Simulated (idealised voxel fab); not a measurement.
The document below concerns the process module designated voxel local oxidation.
300 nm wide, 5 nm square cells: that's cross-section cut.
Bands, listed from the top down, are how a cross-section gets written in this document; the cross-section itself is a grid of square cells, and a band is one or more rows of them.
Quick guide to a band line: top height, bottom height (nm) up front; then every material left to right with its width in nm. Only one material and it's marked "edge to edge"? Then it fills the band edge to edge. And "blank" just means empty space.
Height 0 is the level under which the wafer as received is all one material. The lowest band goes on downwards, as in "0..down".
It should be noted that a width expressed as "30 to 40" varies in equal increments from row to row of cells within the band, taking the value of the first number at the top row and that of the second number at the bottom row.
A step reported as "nothing changed" is a step in which no cell of the cross-section changed.
In "Encapsulated voids" the enclosed voids are listed, meaning empty spaces of 8 cells or larger without any opening to the top. The form is width x height at distance, distance from the left edge, units nm.
The remark found on a step's line after its settings is issued by the simulator itself and pertains to that step.
"overlay nm", when on a step's line for a step with a mask, measures how far to the right of its planned place the mask lay; a negative measure means to the left.
[The steps planned for the process are as follows]
- 1: RECEIVE | material Si
- 2: OXIDIZE | depth nm 5
- 3: CONFORMAL_DEP | material SiN | thk nm 10
- 4: MASKED_ETCH | tone cover | mask id ACTIVE | width nm 130 | etch materials SiN | depth nm 10 | overlay nm 0
- 5: SELECTIVE_ETCH | etch materials SiO2 | depth nm 5
- 6: OXIDIZE | depth nm 10
- 7: STRIP | etch materials SiN
[As-received wafer cross-section (after step 1)]
* 0..down: Si edge to edge
* Encapsulated voids: none
[Wafer cross-section at end of module: start and plan as shown above, one execution error]
* 0..-5: blank: 85, then SiO2: 130, then blank: 85
* -5..-15: SiO2: 95, then Si: 110, then SiO2: 95
* -15..down: Si edge to edge
* Encapsulated voids: none
It is concluded that the wafer was processed incorrectly with respect to the plan, in that so step 4 ended up running with a different setting than we planned, it ran as MASKED_ETCH | tone cover | mask id ACTIVE | width nm 140 | etch materials SiN | depth nm 10 | overlay nm 0
